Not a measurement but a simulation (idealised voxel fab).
process module | voxel tone inversion
cross-section cut | 255 nm wide | cells 5 nm
A cross-section is a grid of square cells, given in bands from the top down. A band is one or more rows of cells.
Each band's line starts with the height of the band's top and of its bottom, in nm. Then come its materials from left to right, each with its width in nm. One material with "throughout" fills the band from edge to edge. "air" is empty space.
Height 0 is the level under which the wafer as received is all one material. The lowest band goes on downwards, as in "0 down".
A width such as "30 to 40" changes by the same amount from each row of cells to the next, from the band's top row to its bottom row.
"no change" after a step means that no cell of the cross-section changed.
closed voids: empty space of 8 cells or more with no open way to the top, each as width x height at its distance from the left edge, in nm
after a step's settings: what the simulator itself notes on the step
overlay nm, on a step with a mask: how far to the right of its planned place the mask lay; to the left if negative
plan
1 op RECEIVE | material Si
2 op CONFORMAL_DEP | material SiN | thk nm 5
3 op DIRECTIONAL_DEP | material polySi | thk nm 15
4 op PATTERN | tone cover | mask id POSTS | material resist | width nm 25 | pitch nm 40 | thk nm 25 | overlay nm 0
5 op DIRECTIONAL_ETCH | etch materials polySi | depth nm 15
6 op STRIP | etch materials resist
7 op FILL_DEP | material lowk | thk nm 5
8 op CMP | height nm 20
9 op STRIP | etch materials polySi
10 op CONFORMAL_DEP | material TiN | thk nm 5
11 op FILL_DEP | material Cu | thk nm 10
12 op CMP | height nm 20
13 op CONFORMAL_DEP | material SiN | thk nm 5
first wafer, as planned
as received, after step 1
  0 down: Si throughout
  closed voids: none
after step 2
  5 to 0: SiN throughout
  below 0: unchanged
after step 3
  20 to 5: polySi throughout
  below 5: unchanged
after step 4
  45 to 20: air 95 | resist 25 | air 15 | resist 25 | air 95
  below 20: unchanged
after step 5
  45 to 20: air 95 | resist 25 | air 15 | resist 25 | air 95
  20 to 5: air 95 | polySi 25 | air 15 | polySi 25 | air 95
  below 5: unchanged
after step 6
  20 to 5: air 95 | polySi 25 | air 15 | polySi 25 | air 95
  below 5: unchanged
after step 7
  25 to 20: lowk throughout
  20 to 5: lowk 95 | polySi 25 | lowk 15 | polySi 25 | lowk 95
  below 5: unchanged
after step 8
  20 to 5: lowk 95 | polySi 25 | lowk 15 | polySi 25 | lowk 95
  below 5: unchanged
after step 9
  20 to 5: lowk 95 | air 25 | lowk 15 | air 25 | lowk 95
  below 5: unchanged
after step 10
  25 to 20: TiN 100 | air 15 | TiN 25 | air 15 | TiN 100
  20 to 10: lowk 95 | TiN 5 | air 15 | TiN 5 | lowk 15 | TiN 5 | air 15 | TiN 5 | lowk 95
  10 to 5: lowk 95 | TiN 25 | lowk 15 | TiN 25 | lowk 95
  below 5: unchanged
after step 11
  35 to 25: Cu throughout
  25 to 20: TiN 100 | Cu 15 | TiN 25 | Cu 15 | TiN 100
  20 to 10: lowk 95 | TiN 5 | Cu 15 | TiN 5 | lowk 15 | TiN 5 | Cu 15 | TiN 5 | lowk 95
  below 10: unchanged
after step 12
  20 to 10: lowk 95 | TiN 5 | Cu 15 | TiN 5 | lowk 15 | TiN 5 | Cu 15 | TiN 5 | lowk 95
  below 10: unchanged
after step 13
  25 to 20: SiN throughout
  below 20: unchanged
second wafer: like start, like plan, one mistake. Through step 1 it matches the first wafer
when step 2 should have ended
  15 to 0: polySi throughout
  below 0: unchanged
when step 3 should have ended
  20 to 15: SiN throughout
  below 15: unchanged
when step 4 should have ended
  45 to 20: air 95 | resist 25 | air 15 | resist 25 | air 95
  below 20: unchanged
when step 5 should have ended: no change
when step 6 should have ended
  20 to 15: SiN throughout
  below 15: unchanged
when step 7 should have ended
  25 to 20: lowk throughout
  below 20: unchanged
when step 8 should have ended
  20 to 15: SiN throughout
  below 15: unchanged
when step 9 should have ended: no change
when step 10 should have ended
  25 to 20: TiN throughout
  below 20: unchanged
when step 11 should have ended
  35 to 25: Cu throughout
  below 25: unchanged
when step 12 should have ended
  20 to 15: SiN throughout
  below 15: unchanged
when step 13 should have ended
  25 to 15: SiN throughout
  below 15: unchanged
what went wrong: steps 2 and 3 were swapped
at the end the second wafer has, in cells: 12 fewer of Cu | 18 fewer of TiN | 123 fewer of lowk | 153 more of polySi
